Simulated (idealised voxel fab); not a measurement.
voxel local oxidation: a process module
165 nm wide, 5 nm square cells: that's cross-section cut.
Cross-section spec: square-cell grid; bands listed top down; each band is one or more rows. First you get the band's top height and its bottom height, in nm, and then the materials it's made of, left to right, with each width in nm. If you see a single material with "everywhere", that one covers the band edge to edge. "air" is empty space. Measure heights from 0. That's the level where, below it, the as-received wafer is all one material. The lowest band is bottomless and extends downward; write it as in "from 0 down". Top row gets the first number, bottom row gets the second, and each row in between changes by the same step: that is how a band width like "30 to 40" works. Step marked "remained unchanged"? Then no cell in the cross-section changed in it. "Enclosed void inventory" enumerates empty spaces isolated from the top, with no open way to it, that contain at least 8 cells, giving each as width x height at distance from the left edge, all three in nm. Heads up: the bit after the settings on a step's line is the simulator's remark on that step. The "overlay nm" setting may appear on a step's line; for a step that uses a mask, it gives how far to the right of its planned position the mask lay, and a negative value indicates the left.

Intended process steps
step 1: RECEIVE (material Si)
step 2: OXIDIZE (depth nm 5)
step 3: CONFORMAL_DEP (material SiN; thk nm 10)
step 4: MASKED_ETCH (tone cover; mask id ACTIVE; width nm 100; etch materials SiN; depth nm 10; overlay nm 0)
step 5: SELECTIVE_ETCH (etch materials SiO2; depth nm 5)
step 6: OXIDIZE (depth nm 15)
step 7: STRIP (etch materials SiN)
The plan's step 4 width nm is the first wafer's value; the wafers differ in this setting and start identical.

First of several wafers (as received, post step 1), cross-sectional view
> from 0 down: Si everywhere
> Enclosed void inventory: none

The rows of the table below are wafers. Looking at the end of the module, a row counts, for every material, the cells the wafer has gained, shown as (+), or lost, shown as (-), since it was received; its closed voids come next
width nm 100, -96 Si, +81 SiO2, Enclosed void inventory: none
width nm 105, -93 Si, +79 SiO2, Enclosed void inventory: none
width nm 110, -90 Si, +77 SiO2, Enclosed void inventory: none
width nm 115, -87 Si, +75 SiO2, Enclosed void inventory: none
width nm 120, -84 Si, +73 SiO2, Enclosed void inventory: none
width nm 125, -81 Si, +71 SiO2, Enclosed void inventory: none
